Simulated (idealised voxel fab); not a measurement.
Herein follows the process module entitled voxel self aligned contacts.
For reference, the cross-section in this document is cut, with width 230 nm and square cells of 5 nm.
Throughout this document, each cross-section is represented as a grid of square cells and is presented as a sequence of bands enumerated from the top downward, where a band comprises one or more rows of cells. Within each band entry, the heights of the top and of the bottom of the band appear first, in that order and in nm; the materials of the band then follow from left to right, each with its corresponding width in nm. The designation "edge to edge" on a single material indicates that it fills the band from edge to edge; the designation "blank" indicates empty space. Heights are expressed relative to 0, this being the level below which the as-received wafer comprises one material exclusively. The lowest band is unbounded in the downward direction and is denoted as in "0 nm and below". The notation "30 to 40" denotes a width that varies across the rows of cells in the band, beginning at the first number in the top row, finishing at the second number in the bottom row, and changing by an identical amount from each row to the next. What does "no alterations made" mean for a step? It means no cell of the cross-section changed in that step. Entry "Voids, sealed". Content: empty spaces with no open connection to the top, size 8 cells or greater. Each: width x height at distance. Distance: from left edge. Unit: nm. That trailing text on a step's line, after the settings, is the simulator's own remark on the step. On any step carrying a mask, the "overlay nm" setting, if present on the step's line, tells how far right of its planned place the mask lay; negative values point to the left. Note on reading: below, each pair holds a cross-section from before one process step and one from after it; the one from after shows only down to the lowest band that changed. Beneath the pair, the step in between is stated along with its settings. The pairs can stem from different runs of this module on the same starting wafer. Where a pair's entry headed "State before step" says so, and only there, that pair continues from the pair above it.
# State before step
0 nm and below | Si edge to edge
Voids, sealed: none
# As Processed
5 nm to 0 nm | SiO2 edge to edge
Anything lower than 0 is untouched.
Voids, sealed: none
The cross-sections above show the structure before and after this step: CONFORMAL_DEP (material SiO2; thk nm 5)
State before step: For the state before this step, see the after cross-section of the pair located directly above.
# As Processed
35 nm to 5 nm | polySi edge to edge
Anything lower than 5 is untouched.
Voids, sealed: none
The cross-sections above show the structure before and after this step: DIRECTIONAL_DEP (material polySi; thk nm 30)
State before step: For the state before this step, see the after cross-section of the pair located directly above.
# As Processed
50 nm to 35 nm | SiN edge to edge
Anything lower than 35 is untouched.
Voids, sealed: none
The cross-sections above show the structure before and after this step: DIRECTIONAL_DEP (material SiN; thk nm 15)
State before step: For the state before this step, see the after cross-section of the pair located directly above.
# As Processed
65 nm to 50 nm | aC edge to edge
Anything lower than 50 is untouched.
Voids, sealed: none
The cross-sections above show the structure before and after this step: DIRECTIONAL_DEP (material aC; thk nm 15)
State before step: For the state before this step, see the after cross-section of the pair located directly above.
# As Processed
100 nm to 65 nm | blank 75, then resist 25, then blank 30, then resist 25, then blank 75
Anything lower than 65 is untouched.
Voids, sealed: none
The cross-sections above show the structure before and after this step: PATTERN (tone cover; mask id GATE; material resist; width nm 25; pitch nm 55; thk nm 35; overlay nm 0)
State before step: For the state before this step, see the after cross-section of the pair located directly above.
# As Processed
85 nm to 65 nm | blank 75, then resist 25, then blank 30, then resist 25, then blank 75
65 nm to 50 nm | blank 75, then aC 25, then blank 30, then aC 25, then blank 75
Anything lower than 50 is untouched.
Voids, sealed: none
The cross-sections above show the structure before and after this step: DIRECTIONAL_ETCH (etch materials aC; depth nm 15)
State before step: For the state before this step, see the after cross-section of the pair located directly above.
# As Processed
65 nm to 50 nm | blank 75, then aC 25, then blank 30, then aC 25, then blank 75
Anything lower than 50 is untouched.
Voids, sealed: none
The cross-sections above show the structure before and after this step: STRIP (etch materials resist)
State before step: For the state before this step, see the after cross-section of the pair located directly above.
# As Processed
65 nm to 50 nm | blank 75, then aC 25, then blank 30, then aC 25, then blank 75
50 nm to 35 nm | blank 75, then SiN 25, then blank 30, then SiN 25, then blank 75
Anything lower than 35 is untouched.
Voids, sealed: none
The cross-sections above show the structure before and after this step: DIRECTIONAL_ETCH (etch materials SiN; depth nm 15)
State before step: For the state before this step, see the after cross-section of the pair located directly above.
# As Processed
65 nm to 50 nm | blank 75, then aC 25, then blank 30, then aC 25, then blank 75
50 nm to 35 nm | blank 75, then SiN 25, then blank 30, then SiN 25, then blank 75
35 nm to 5 nm | blank 75, then polySi 25, then blank 30, then polySi 25, then blank 75
Anything lower than 5 is untouched.
Voids, sealed: none
The cross-sections above show the structure before and after this step: DIRECTIONAL_ETCH (etch materials polySi; depth nm 30)
State before step: For the state before this step, see the after cross-section of the pair located directly above.
# As Processed
50 nm to 35 nm | blank 75, then SiN 25, then blank 30, then SiN 25, then blank 75
Anything lower than 35 is untouched.
Voids, sealed: none
The cross-sections above show the structure before and after this step: STRIP (etch materials aC)
State before step: For the state before this step, see the after cross-section of the pair located directly above.
# As Processed
55 nm to 35 nm | blank 70, then SiN 35, then blank 20, then SiN 35, then blank 70
35 nm to 10 nm | blank 70, then SiN 5, then polySi 25, then SiN 5, then blank 20, then SiN 5, then polySi 25, then SiN 5, then blank 70
10 nm to 5 nm | SiN 75, then polySi 25, then SiN 30, then polySi 25, then SiN 75
Anything lower than 5 is untouched.
Voids, sealed: none
The cross-sections above show the structure before and after this step: CONFORMAL_DEP (material SiN; thk nm 5)
State before step: For the state before this step, see the after cross-section of the pair located directly above.
# As Processed
50 nm to 35 nm | blank 70, then SiN 35, then blank 20, then SiN 35, then blank 70
35 nm to 5 nm | blank 70, then SiN 5, then polySi 25, then SiN 5, then blank 20, then SiN 5, then polySi 25, then SiN 5, then blank 70
Anything lower than 5 is untouched.
Voids, sealed: none
The cross-sections above show the structure before and after this step: DIRECTIONAL_ETCH (etch materials SiN; depth nm 5)
State before step: For the state before this step, see the after cross-section of the pair located directly above.
# As Processed
70 nm to 50 nm | SiO2 edge to edge
50 nm to 35 nm | SiO2 70, then SiN 35, then SiO2 20, then SiN 35, then SiO2 70
35 nm to 5 nm | SiO2 70, then SiN 5, then polySi 25, then SiN 5, then SiO2 20, then SiN 5, then polySi 25, then SiN 5, then SiO2 70
Anything lower than 5 is untouched.
Voids, sealed: none
The cross-sections above show the structure before and after this step: FILL_DEP (material SiO2; thk nm 20)
State before step: For the state before this step, see the after cross-section of the pair located directly above.
# As Processed
60 nm to 50 nm | SiO2 edge to edge
Anything lower than 50 is untouched.
Voids, sealed: none
The cross-sections above show the structure before and after this step: CMP (height nm 60)
State before step: For the state before this step, see the after cross-section of the pair located directly above.
# As Processed
70 nm to 60 nm | aC edge to edge
Anything lower than 60 is untouched.
Voids, sealed: none
The cross-sections above show the structure before and after this step: DIRECTIONAL_DEP (material aC; thk nm 10)
State before step: For the state before this step, see the after cross-section of the pair located directly above.
# As Processed
100 nm to 70 nm | resist 95, then blank 40, then resist 95
Anything lower than 70 is untouched.
Voids, sealed: none
The cross-sections above show the structure before and after this step: PATTERN (tone open; mask id CONTACT; material resist; width nm 40; thk nm 30; overlay nm 0)
State before step: For the state before this step, see the after cross-section of the pair located directly above.
# As Processed
90 nm to 70 nm | resist 95, then blank 40, then resist 95
70 nm to 60 nm | aC 95, then blank 40, then aC 95
Anything lower than 60 is untouched.
Voids, sealed: none
The cross-sections above show the structure before and after this step: DIRECTIONAL_ETCH (etch materials aC; depth nm 10)
State before step: For the state before this step, see the after cross-section of the pair located directly above.
# As Processed
70 nm to 60 nm | aC 95, then blank 40, then aC 95
Anything lower than 60 is untouched.
Voids, sealed: none
The cross-sections above show the structure before and after this step: STRIP (etch materials resist)
State before step: For the state before this step, see the after cross-section of the pair located directly above.
# As Processed
70 nm to 60 nm | aC 95, then blank 40, then aC 95
60 nm to 50 nm | SiO2 95, then blank 40, then SiO2 95
50 nm to 35 nm | SiO2 70, then SiN 35, then blank 20, then SiN 35, then SiO2 70
35 nm to 5 nm | SiO2 70, then SiN 5, then polySi 25, then SiN 5, then blank 20, then SiN 5, then polySi 25, then SiN 5, then SiO2 70
5 nm to 0 nm | SiO2 105, then blank 20, then SiO2 105
Anything lower than 0 is untouched.
Voids, sealed: none
The cross-sections above show the structure before and after this step: DIRECTIONAL_ETCH (etch materials SiO2; depth nm 60)
State before step: For the state before this step, see the after cross-section of the pair located directly above.
# As Processed
60 nm to 50 nm | SiO2 95, then blank 40, then SiO2 95
Anything lower than 50 is untouched.
Voids, sealed: none
The cross-sections above show the structure before and after this step: STRIP (etch materials aC)
State before step: For the state before this step, see the after cross-section of the pair located directly above.
# As Processed
65 nm to 60 nm | TiN 100, then blank 30, then TiN 100
60 nm to 50 nm | SiO2 95, then TiN 5 to 15, then blank 30 to 10, then TiN 5 to 15, then SiO2 95
50 nm to 35 nm | SiO2 70, then SiN 35, then TiN 5, then blank 10, then TiN 5, then SiN 35, then SiO2 70
35 nm to 5 nm | SiO2 70, then SiN 5, then polySi 25, then SiN 5, then TiN 5, then blank 10, then TiN 5, then SiN 5, then polySi 25, then SiN 5, then SiO2 70
5 nm to 0 nm | SiO2 105, then TiN 20, then SiO2 105
Anything lower than 0 is untouched.
Voids, sealed: none
The cross-sections above show the structure before and after this step: CONFORMAL_DEP (material TiN; thk nm 5)
State before step: For the state before this step, see the after cross-section of the pair located directly above.
# As Processed
75 nm to 65 nm | W edge to edge
65 nm to 60 nm | TiN 100, then W 30, then TiN 100
60 nm to 50 nm | SiO2 95, then TiN 5 to 15, then W 30 to 10, then TiN 5 to 15, then SiO2 95
50 nm to 35 nm | SiO2 70, then SiN 35, then TiN 5, then W 10, then TiN 5, then SiN 35, then SiO2 70
35 nm to 5 nm | SiO2 70, then SiN 5, then polySi 25, then SiN 5, then TiN 5, then W 10, then TiN 5, then SiN 5, then polySi 25, then SiN 5, then SiO2 70
Anything lower than 5 is untouched.
Voids, sealed: none
The cross-sections above show the structure before and after this step: FILL_DEP (material W; thk nm 10)
State before step: For the state before this step, see the after cross-section of the pair located directly above.
# As Processed
60 nm to 50 nm | SiO2 95, then TiN 5 to 15, then W 30 to 10, then TiN 5 to 15, then SiO2 95
Anything lower than 50 is untouched.
Voids, sealed: none
The cross-sections above show the structure before and after this step: CMP (height nm 60)
State before step: For the state before this step, see the after cross-section of the pair located directly above.
# As Processed
65 nm to 60 nm | SiN edge to edge
Anything lower than 60 is untouched.
Voids, sealed: none
The cross-sections above show the structure before and after this step: CONFORMAL_DEP (material SiN; thk nm 5)
# State before step
75 nm to 65 nm | W edge to edge
65 nm to 60 nm | TiN 100, then W 30, then TiN 100
60 nm to 50 nm | SiO2 95, then TiN 5 to 15, then W 30 to 10, then TiN 5 to 15, then SiO2 95
50 nm to 35 nm | SiO2 70, then SiN 35, then TiN 5, then W 10, then TiN 5, then SiN 35, then SiO2 70
35 nm to 5 nm | SiO2 70, then SiN 5, then polySi 25, then SiN 5, then TiN 5, then W 10, then TiN 5, then SiN 5, then polySi 25, then SiN 5, then SiO2 70
5 nm to 0 nm | SiO2 105, then TiN 20, then SiO2 105
0 nm and below | Si edge to edge
Voids, sealed: none
# As Processed
80 nm to 75 nm | SiN edge to edge
Anything lower than 75 is untouched.
Voids, sealed: none
The cross-sections above show the structure before and after this step: CONFORMAL_DEP (material SiN; thk nm 5)
# State before step
35 nm to 5 nm | polySi edge to edge
5 nm to 0 nm | SiO2 edge to edge
0 nm and below | Si edge to edge
Voids, sealed: none
# As Processed
65 nm to 5 nm | polySi edge to edge
Anything lower than 5 is untouched.
Voids, sealed: none
The cross-sections above show the structure before and after this step: DIRECTIONAL_DEP (material polySi; thk nm 30)
State before step: For the state before this step, see the after cross-section of the pair located directly above.
# As Processed
80 nm to 65 nm | SiN edge to edge
Anything lower than 65 is untouched.
Voids, sealed: none
The cross-sections above show the structure before and after this step: DIRECTIONAL_DEP (material SiN; thk nm 15)
State before step: For the state before this step, see the after cross-section of the pair located directly above.
# As Processed
95 nm to 80 nm | aC edge to edge
Anything lower than 80 is untouched.
Voids, sealed: none
The cross-sections above show the structure before and after this step: DIRECTIONAL_DEP (material aC; thk nm 15)
State before step: For the state before this step, see the after cross-section of the pair located directly above.
# As Processed
130 nm to 95 nm | blank 75, then resist 25, then blank 30, then resist 25, then blank 75
Anything lower than 95 is untouched.
Voids, sealed: none
The cross-sections above show the structure before and after this step: PATTERN (tone cover; mask id GATE; material resist; width nm 25; pitch nm 55; thk nm 35; overlay nm 0)
State before step: For the state before this step, see the after cross-section of the pair located directly above.
# As Processed
115 nm to 95 nm | blank 75, then resist 25, then blank 30, then resist 25, then blank 75
95 nm to 80 nm | blank 75, then aC 25, then blank 30, then aC 25, then blank 75
Anything lower than 80 is untouched.
Voids, sealed: none
The cross-sections above show the structure before and after this step: DIRECTIONAL_ETCH (etch materials aC; depth nm 15)
State before step: For the state before this step, see the after cross-section of the pair located directly above.
# As Processed
95 nm to 80 nm | blank 75, then aC 25, then blank 30, then aC 25, then blank 75
Anything lower than 80 is untouched.
Voids, sealed: none
The cross-sections above show the structure before and after this step: STRIP (etch materials resist)
State before step: For the state before this step, see the after cross-section of the pair located directly above.
# As Processed
95 nm to 80 nm | blank 75, then aC 25, then blank 30, then aC 25, then blank 75
80 nm to 65 nm | blank 75, then SiN 25, then blank 30, then SiN 25, then blank 75
Anything lower than 65 is untouched.
Voids, sealed: none
The cross-sections above show the structure before and after this step: DIRECTIONAL_ETCH (etch materials SiN; depth nm 15)
State before step: For the state before this step, see the after cross-section of the pair located directly above.
# As Processed
95 nm to 80 nm | blank 75, then aC 25, then blank 30, then aC 25, then blank 75
80 nm to 65 nm | blank 75, then SiN 25, then blank 30, then SiN 25, then blank 75
65 nm to 35 nm | blank 75, then polySi 25, then blank 30, then polySi 25, then blank 75
Anything lower than 35 is untouched.
Voids, sealed: none
The cross-sections above show the structure before and after this step: DIRECTIONAL_ETCH (etch materials polySi; depth nm 30)
State before step: For the state before this step, see the after cross-section of the pair located directly above.
# As Processed
80 nm to 65 nm | blank 75, then SiN 25, then blank 30, then SiN 25, then blank 75
Anything lower than 65 is untouched.
Voids, sealed: none
The cross-sections above show the structure before and after this step: STRIP (etch materials aC)
State before step: For the state before this step, see the after cross-section of the pair located directly above.
# As Processed
85 nm to 65 nm | blank 70, then SiN 35, then blank 20, then SiN 35, then blank 70
65 nm to 40 nm | blank 70, then SiN 5, then polySi 25, then SiN 5, then blank 20, then SiN 5, then polySi 25, then SiN 5, then blank 70
40 nm to 35 nm | SiN 75, then polySi 25, then SiN 30, then polySi 25, then SiN 75
Anything lower than 35 is untouched.
Voids, sealed: none
The cross-sections above show the structure before and after this step: CONFORMAL_DEP (material SiN; thk nm 5)
State before step: For the state before this step, see the after cross-section of the pair located directly above.
# As Processed
80 nm to 65 nm | blank 70, then SiN 35, then blank 20, then SiN 35, then blank 70
65 nm to 35 nm | blank 70, then SiN 5, then polySi 25, then SiN 5, then blank 20, then SiN 5, then polySi 25, then SiN 5, then blank 70
Anything lower than 35 is untouched.
Voids, sealed: none
The cross-sections above show the structure before and after this step: DIRECTIONAL_ETCH (etch materials SiN; depth nm 5)
State before step: For the state before this step, see the after cross-section of the pair located directly above.
# As Processed
100 nm to 80 nm | SiO2 edge to edge
80 nm to 65 nm | SiO2 70, then SiN 35, then SiO2 20, then SiN 35, then SiO2 70
65 nm to 35 nm | SiO2 70, then SiN 5, then polySi 25, then SiN 5, then SiO2 20, then SiN 5, then polySi 25, then SiN 5, then SiO2 70
Anything lower than 35 is untouched.
Voids, sealed: none
The cross-sections above show the structure before and after this step: FILL_DEP (material SiO2; thk nm 20)
State before step: For the state before this step, see the after cross-section of the pair located directly above.
# As Processed
60 nm to 35 nm | SiO2 70, then SiN 5, then polySi 25, then SiN 5, then SiO2 20, then SiN 5, then polySi 25, then SiN 5, then SiO2 70
Anything lower than 35 is untouched.
Voids, sealed: none
The cross-sections above show the structure before and after this step: CMP (height nm 60)
State before step: For the state before this step, see the after cross-section of the pair located directly above.
# As Processed
70 nm to 60 nm | aC edge to edge
Anything lower than 60 is untouched.
Voids, sealed: none
The cross-sections above show the structure before and after this step: DIRECTIONAL_DEP (material aC; thk nm 10)
State before step: For the state before this step, see the after cross-section of the pair located directly above.
# As Processed
100 nm to 70 nm | resist 95, then blank 40, then resist 95
Anything lower than 70 is untouched.
Voids, sealed: none
The cross-sections above show the structure before and after this step: PATTERN (tone open; mask id CONTACT; material resist; width nm 40; thk nm 30; overlay nm 0)
State before step: For the state before this step, see the after cross-section of the pair located directly above.
# As Processed
90 nm to 70 nm | resist 95, then blank 40, then resist 95
70 nm to 60 nm | aC 95, then blank 40, then aC 95
Anything lower than 60 is untouched.
Voids, sealed: none
The cross-sections above show the structure before and after this step: DIRECTIONAL_ETCH (etch materials aC; depth nm 10)
State before step: For the state before this step, see the after cross-section of the pair located directly above.
# As Processed
70 nm to 60 nm | aC 95, then blank 40, then aC 95
Anything lower than 60 is untouched.
Voids, sealed: none
The cross-sections above show the structure before and after this step: STRIP (etch materials resist)
State before step: For the state before this step, see the after cross-section of the pair located directly above.
# As Processed
70 nm to 60 nm | aC 95, then blank 40, then aC 95
60 nm to 35 nm | SiO2 70, then SiN 5, then polySi 25, then SiN 5, then blank 20, then SiN 5, then polySi 25, then SiN 5, then SiO2 70
Anything lower than 35 is untouched.
Voids, sealed: none
The cross-sections above show the structure before and after this step: DIRECTIONAL_ETCH (etch materials SiO2; depth nm 60)
State before step: For the state before this step, see the after cross-section of the pair located directly above.
# As Processed
60 nm to 35 nm | SiO2 70, then SiN 5, then polySi 25, then SiN 5, then blank 20, then SiN 5, then polySi 25, then SiN 5, then SiO2 70
Anything lower than 35 is untouched.
Voids, sealed: none
The cross-sections above show the structure before and after this step: STRIP (etch materials aC)
State before step: For the state before this step, see the after cross-section of the pair located directly above.
# As Processed
65 nm to 60 nm | TiN 110, then blank 10, then TiN 110
60 nm to 40 nm | SiO2 70, then SiN 5, then polySi 25, then SiN 5, then TiN 5, then blank 10, then TiN 5, then SiN 5, then polySi 25, then SiN 5, then SiO2 70
40 nm to 35 nm | SiO2 70, then SiN 5, then polySi 25, then SiN 5, then TiN 20, then SiN 5, then polySi 25, then SiN 5, then SiO2 70
Anything lower than 35 is untouched.
Voids, sealed: none
The cross-sections above show the structure before and after this step: CONFORMAL_DEP (material TiN; thk nm 5)
State before step: For the state before this step, see the after cross-section of the pair located directly above.
# As Processed
75 nm to 65 nm | W edge to edge
65 nm to 60 nm | TiN 110, then W 10, then TiN 110
60 nm to 40 nm | SiO2 70, then SiN 5, then polySi 25, then SiN 5, then TiN 5, then W 10, then TiN 5, then SiN 5, then polySi 25, then SiN 5, then SiO2 70
Anything lower than 40 is untouched.
Voids, sealed: none
The cross-sections above show the structure before and after this step: FILL_DEP (material W; thk nm 10)
State before step: For the state before this step, see the after cross-section of the pair located directly above.
# As Processed
60 nm to 40 nm | SiO2 70, then SiN 5, then polySi 25, then SiN 5, then TiN 5, then W 10, then TiN 5, then SiN 5, then polySi 25, then SiN 5, then SiO2 70
Anything lower than 40 is untouched.
Voids, sealed: none
The cross-sections above show the structure before and after this step: CMP (height nm 60)
State before step: For the state before this step, see the after cross-section of the pair located directly above.
# As Processed
65 nm to 60 nm | SiN edge to edge
Anything lower than 60 is untouched.
Voids, sealed: none
The cross-sections above show the structure before and after this step: CONFORMAL_DEP (material SiN; thk nm 5)
# State before step
0 nm and below | Si edge to edge
Voids, sealed: none
# As Processed
30 nm to 0 nm | polySi edge to edge
Anything lower than 0 is untouched.
Voids, sealed: none
The cross-sections above show the structure before and after this step: DIRECTIONAL_DEP (material polySi; thk nm 30)
State before step: For the state before this step, see the after cross-section of the pair located directly above.
# As Processed
35 nm to 30 nm | SiO2 edge to edge
Anything lower than 30 is untouched.
Voids, sealed: none
The cross-sections above show the structure before and after this step: CONFORMAL_DEP (material SiO2; thk nm 5)
State before step: For the state before this step, see the after cross-section of the pair located directly above.
# As Processed
50 nm to 35 nm | SiN edge to edge
Anything lower than 35 is untouched.
Voids, sealed: none
The cross-sections above show the structure before and after this step: DIRECTIONAL_DEP (material SiN; thk nm 15)
State before step: For the state before this step, see the after cross-section of the pair located directly above.
# As Processed
65 nm to 50 nm | aC edge to edge
Anything lower than 50 is untouched.
Voids, sealed: none
The cross-sections above show the structure before and after this step: DIRECTIONAL_DEP (material aC; thk nm 15)
State before step: For the state before this step, see the after cross-section of the pair located directly above.
# As Processed
100 nm to 65 nm | blank 75, then resist 25, then blank 30, then resist 25, then blank 75
Anything lower than 65 is untouched.
Voids, sealed: none
The cross-sections above show the structure before and after this step: PATTERN (tone cover; mask id GATE; material resist; width nm 25; pitch nm 55; thk nm 35; overlay nm 0)
State before step: For the state before this step, see the after cross-section of the pair located directly above.
# As Processed
85 nm to 65 nm | blank 75, then resist 25, then blank 30, then resist 25, then blank 75
65 nm to 50 nm | blank 75, then aC 25, then blank 30, then aC 25, then blank 75
Anything lower than 50 is untouched.
Voids, sealed: none
The cross-sections above show the structure before and after this step: DIRECTIONAL_ETCH (etch materials aC; depth nm 15)
State before step: For the state before this step, see the after cross-section of the pair located directly above.
# As Processed
65 nm to 50 nm | blank 75, then aC 25, then blank 30, then aC 25, then blank 75
Anything lower than 50 is untouched.
Voids, sealed: none
The cross-sections above show the structure before and after this step: STRIP (etch materials resist)
State before step: For the state before this step, see the after cross-section of the pair located directly above.
# As Processed
65 nm to 50 nm | blank 75, then aC 25, then blank 30, then aC 25, then blank 75
50 nm to 35 nm | blank 75, then SiN 25, then blank 30, then SiN 25, then blank 75
Anything lower than 35 is untouched.
Voids, sealed: none
The cross-sections above show the structure before and after this step: DIRECTIONAL_ETCH (etch materials SiN; depth nm 15)
State before step: For the state before this step, see the after cross-section of the pair located directly above.
# As Processed
50 nm to 35 nm | blank 75, then SiN 25, then blank 30, then SiN 25, then blank 75
Anything lower than 35 is untouched.
Voids, sealed: none
The cross-sections above show the structure before and after this step: STRIP (etch materials aC)
State before step: For the state before this step, see the after cross-section of the pair located directly above.
# As Processed
55 nm to 40 nm | blank 70, then SiN 35, then blank 20, then SiN 35, then blank 70
40 nm to 35 nm | SiN edge to edge
Anything lower than 35 is untouched.
Voids, sealed: none
The cross-sections above show the structure before and after this step: CONFORMAL_DEP (material SiN; thk nm 5)
State before step: For the state before this step, see the after cross-section of the pair located directly above.
# As Processed
50 nm to 35 nm | blank 70, then SiN 35, then blank 20, then SiN 35, then blank 70
Anything lower than 35 is untouched.
Voids, sealed: none
The cross-sections above show the structure before and after this step: DIRECTIONAL_ETCH (etch materials SiN; depth nm 5)
State before step: For the state before this step, see the after cross-section of the pair located directly above.
# As Processed
70 nm to 50 nm | SiO2 edge to edge
50 nm to 35 nm | SiO2 70, then SiN 35, then SiO2 20, then SiN 35, then SiO2 70
Anything lower than 35 is untouched.
Voids, sealed: none
The cross-sections above show the structure before and after this step: FILL_DEP (material SiO2; thk nm 20)
State before step: For the state before this step, see the after cross-section of the pair located directly above.
# As Processed
60 nm to 50 nm | SiO2 edge to edge
Anything lower than 50 is untouched.
Voids, sealed: none
The cross-sections above show the structure before and after this step: CMP (height nm 60)
State before step: For the state before this step, see the after cross-section of the pair located directly above.
# As Processed
70 nm to 60 nm | aC edge to edge
Anything lower than 60 is untouched.
Voids, sealed: none
The cross-sections above show the structure before and after this step: DIRECTIONAL_DEP (material aC; thk nm 10)
State before step: For the state before this step, see the after cross-section of the pair located directly above.
# As Processed
100 nm to 70 nm | resist 95, then blank 40, then resist 95
Anything lower than 70 is untouched.
Voids, sealed: none
The cross-sections above show the structure before and after this step: PATTERN (tone open; mask id CONTACT; material resist; width nm 40; thk nm 30; overlay nm 0)
State before step: For the state before this step, see the after cross-section of the pair located directly above.
# As Processed
90 nm to 70 nm | resist 95, then blank 40, then resist 95
70 nm to 60 nm | aC 95, then blank 40, then aC 95
Anything lower than 60 is untouched.
Voids, sealed: none
The cross-sections above show the structure before and after this step: DIRECTIONAL_ETCH (etch materials aC; depth nm 10)
State before step: For the state before this step, see the after cross-section of the pair located directly above.
# As Processed
70 nm to 60 nm | aC 95, then blank 40, then aC 95
Anything lower than 60 is untouched.
Voids, sealed: none
The cross-sections above show the structure before and after this step: STRIP (etch materials resist)
State before step: For the state before this step, see the after cross-section of the pair located directly above.
# As Processed
70 nm to 60 nm | aC 95, then blank 40, then aC 95
60 nm to 50 nm | SiO2 95, then blank 40, then SiO2 95
50 nm to 35 nm | SiO2 70, then SiN 35, then blank 20, then SiN 35, then SiO2 70
35 nm to 30 nm | SiO2 105, then blank 20, then SiO2 105
Anything lower than 30 is untouched.
Voids, sealed: none
The cross-sections above show the structure before and after this step: DIRECTIONAL_ETCH (etch materials SiO2; depth nm 60)
State before step: For the state before this step, see the after cross-section of the pair located directly above.
# As Processed
60 nm to 50 nm | SiO2 95, then blank 40, then SiO2 95
Anything lower than 50 is untouched.
Voids, sealed: none
The cross-sections above show the structure before and after this step: STRIP (etch materials aC)
State before step: For the state before this step, see the after cross-section of the pair located directly above.
# As Processed
65 nm to 60 nm | TiN 100, then blank 30, then TiN 100
60 nm to 50 nm | SiO2 95, then TiN 5 to 15, then blank 30 to 10, then TiN 5 to 15, then SiO2 95
50 nm to 35 nm | SiO2 70, then SiN 35, then TiN 5, then blank 10, then TiN 5, then SiN 35, then SiO2 70
35 nm to 30 nm | SiO2 105, then TiN 20, then SiO2 105
Anything lower than 30 is untouched.
Voids, sealed: none
The cross-sections above show the structure before and after this step: CONFORMAL_DEP (material TiN; thk nm 5)
State before step: For the state before this step, see the after cross-section of the pair located directly above.
# As Processed
75 nm to 65 nm | W edge to edge
65 nm to 60 nm | TiN 100, then W 30, then TiN 100
60 nm to 50 nm | SiO2 95, then TiN 5 to 15, then W 30 to 10, then TiN 5 to 15, then SiO2 95
50 nm to 35 nm | SiO2 70, then SiN 35, then TiN 5, then W 10, then TiN 5, then SiN 35, then SiO2 70
Anything lower than 35 is untouched.
Voids, sealed: none
The cross-sections above show the structure before and after this step: FILL_DEP (material W; thk nm 10)
State before step: For the state before this step, see the after cross-section of the pair located directly above.
# As Processed
60 nm to 50 nm | SiO2 95, then TiN 5 to 15, then W 30 to 10, then TiN 5 to 15, then SiO2 95
Anything lower than 50 is untouched.
Voids, sealed: none
The cross-sections above show the structure before and after this step: CMP (height nm 60)
State before step: For the state before this step, see the after cross-section of the pair located directly above.
# As Processed
65 nm to 60 nm | SiN edge to edge
Anything lower than 60 is untouched.
Voids, sealed: none
The cross-sections above show the structure before and after this step: CONFORMAL_DEP (material SiN; thk nm 5)
# State before step
35 nm to 5 nm | polySi edge to edge
5 nm to 0 nm | SiO2 edge to edge
0 nm and below | Si edge to edge
Voids, sealed: none
# As Processed
60 nm to 35 nm | SiN edge to edge
Anything lower than 35 is untouched.
Voids, sealed: none
The cross-sections above show the structure before and after this step: DIRECTIONAL_DEP (material SiN; thk nm 25)
State before step: For the state before this step, see the after cross-section of the pair located directly above.
# As Processed
75 nm to 60 nm | aC edge to edge
Anything lower than 60 is untouched.
Voids, sealed: none
The cross-sections above show the structure before and after this step: DIRECTIONAL_DEP (material aC; thk nm 15)
State before step: For the state before this step, see the after cross-section of the pair located directly above.
# As Processed
110 nm to 75 nm | blank 75, then resist 25, then blank 30, then resist 25, then blank 75
Anything lower than 75 is untouched.
Voids, sealed: none
The cross-sections above show the structure before and after this step: PATTERN (tone cover; mask id GATE; material resist; width nm 25; pitch nm 55; thk nm 35; overlay nm 0)
State before step: For the state before this step, see the after cross-section of the pair located directly above.
# As Processed
95 nm to 75 nm | blank 75, then resist 25, then blank 30, then resist 25, then blank 75
75 nm to 60 nm | blank 75, then aC 25, then blank 30, then aC 25, then blank 75
Anything lower than 60 is untouched.
Voids, sealed: none
The cross-sections above show the structure before and after this step: DIRECTIONAL_ETCH (etch materials aC; depth nm 15)
State before step: For the state before this step, see the after cross-section of the pair located directly above.
# As Processed
75 nm to 60 nm | blank 75, then aC 25, then blank 30, then aC 25, then blank 75
Anything lower than 60 is untouched.
Voids, sealed: none
The cross-sections above show the structure before and after this step: STRIP (etch materials resist)
State before step: For the state before this step, see the after cross-section of the pair located directly above.
# As Processed
75 nm to 60 nm | blank 75, then aC 25, then blank 30, then aC 25, then blank 75
60 nm to 45 nm | blank 75, then SiN 25, then blank 30, then SiN 25, then blank 75
Anything lower than 45 is untouched.
Voids, sealed: none
The cross-sections above show the structure before and after this step: DIRECTIONAL_ETCH (etch materials SiN; depth nm 15)
State before step: For the state before this step, see the after cross-section of the pair located directly above.
# As Processed
60 nm to 45 nm | blank 75, then SiN 25, then blank 30, then SiN 25, then blank 75
Anything lower than 45 is untouched.
Voids, sealed: none
The cross-sections above show the structure before and after this step: STRIP (etch materials aC)
State before step: For the state before this step, see the after cross-section of the pair located directly above.
# As Processed
65 nm to 50 nm | blank 70, then SiN 35, then blank 20, then SiN 35, then blank 70
50 nm to 35 nm | SiN edge to edge
Anything lower than 35 is untouched.
Voids, sealed: none
The cross-sections above show the structure before and after this step: CONFORMAL_DEP (material SiN; thk nm 5)
State before step: For the state before this step, see the after cross-section of the pair located directly above.
# As Processed
60 nm to 45 nm | blank 70, then SiN 35, then blank 20, then SiN 35, then blank 70
Anything lower than 45 is untouched.
Voids, sealed: none
The cross-sections above show the structure before and after this step: DIRECTIONAL_ETCH (etch materials SiN; depth nm 5)
State before step: For the state before this step, see the after cross-section of the pair located directly above.
# As Processed
80 nm to 60 nm | SiO2 edge to edge
60 nm to 45 nm | SiO2 70, then SiN 35, then SiO2 20, then SiN 35, then SiO2 70
Anything lower than 45 is untouched.
Voids, sealed: none
The cross-sections above show the structure before and after this step: FILL_DEP (material SiO2; thk nm 20)
State before step: For the state before this step, see the after cross-section of the pair located directly above.
# As Processed
60 nm to 45 nm | SiO2 70, then SiN 35, then SiO2 20, then SiN 35, then SiO2 70
Anything lower than 45 is untouched.
Voids, sealed: none
The cross-sections above show the structure before and after this step: CMP (height nm 60)
State before step: For the state before this step, see the after cross-section of the pair located directly above.
# As Processed
70 nm to 60 nm | aC edge to edge
Anything lower than 60 is untouched.
Voids, sealed: none
The cross-sections above show the structure before and after this step: DIRECTIONAL_DEP (material aC; thk nm 10)
State before step: For the state before this step, see the after cross-section of the pair located directly above.
# As Processed
100 nm to 70 nm | resist 95, then blank 40, then resist 95
Anything lower than 70 is untouched.
Voids, sealed: none
The cross-sections above show the structure before and after this step: PATTERN (tone open; mask id CONTACT; material resist; width nm 40; thk nm 30; overlay nm 0)
State before step: For the state before this step, see the after cross-section of the pair located directly above.
# As Processed
90 nm to 70 nm | resist 95, then blank 40, then resist 95
70 nm to 60 nm | aC 95, then blank 40, then aC 95
Anything lower than 60 is untouched.
Voids, sealed: none
The cross-sections above show the structure before and after this step: DIRECTIONAL_ETCH (etch materials aC; depth nm 10)
